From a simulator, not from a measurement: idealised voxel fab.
Name of the process module below: voxel released beams
Square cell edge 5 nm, section width 210 nm, ID cut.
Cross-section spec: square-cell grid; bands listed top down; each band is one or more rows. Top height, bottom height, nm. Materials left to right, width each, nm. Single material + "all across" = fills band edge to edge. "empty" = empty. Where do heights start? At 0: under that level the wafer as delivered is made of one material only. And the lowest band has no floor; it just carries on downward, as in "0 nm and below". Read "30..40" as a graded width: first number on top, second number at the bottom, same change between each pair of neighbouring rows. Step note "nothing altered" = no cross-section cell changed. "Enclosed void inventory" means: voids of 8 cells or more that are shut off from the top with no open way through. Written width x height at distance, distance from the left edge, in nm. Heads up: the bit after the settings on a step's line is the simulator's remark on that step. overlay nm: step with mask; distance mask lay right of planned place; negative value = left of planned place.
[The following list gives the planned process steps]
| 1 | RECEIVE | material Si |
| 2 | CONFORMAL_DEP | material Al2O3 | thk nm 10 |
| 3 | DIRECTIONAL_DEP | material SiO2 | thk nm 15 |
| 4 | MASKED_ETCH | tone open | mask id ANCHOR | width nm 40 | etch materials SiO2 | depth nm 15 | overlay nm 0 |
| 5 | CONFORMAL_DEP | material SiN | thk nm 15 |
| 6 | MASKED_ETCH | tone cover | mask id BEAM | width nm 125 | etch materials SiN | depth nm 15 | overlay nm 0 |
| 7 | STRIP | etch materials SiO2 |
[As-received state of the wafer in cross-section, equivalent to post-step 1]
0 nm and below  Si all across
Enclosed void inventory: none
[Post-module cross-section: identical start and plan to those above, one misstep in execution]
40 nm to 25 nm  empty: 40 / SiN: 15 / empty: 20 / SiN: 90 / empty: 45
25 nm to 10 nm  empty: 40 / SiN: 50 / empty: 120
10 nm to 0 nm  Al2O3 all across
0 nm and below  Si all across
Enclosed void inventory: none
It is concluded that the wafer was processed incorrectly with respect to the plan, in that step 4 was processed under conditions differing from the plan, specifically as MASKED_ETCH | tone open | mask id ANCHOR | width nm 50 | etch materials SiO2 | depth nm 15 | overlay nm 0
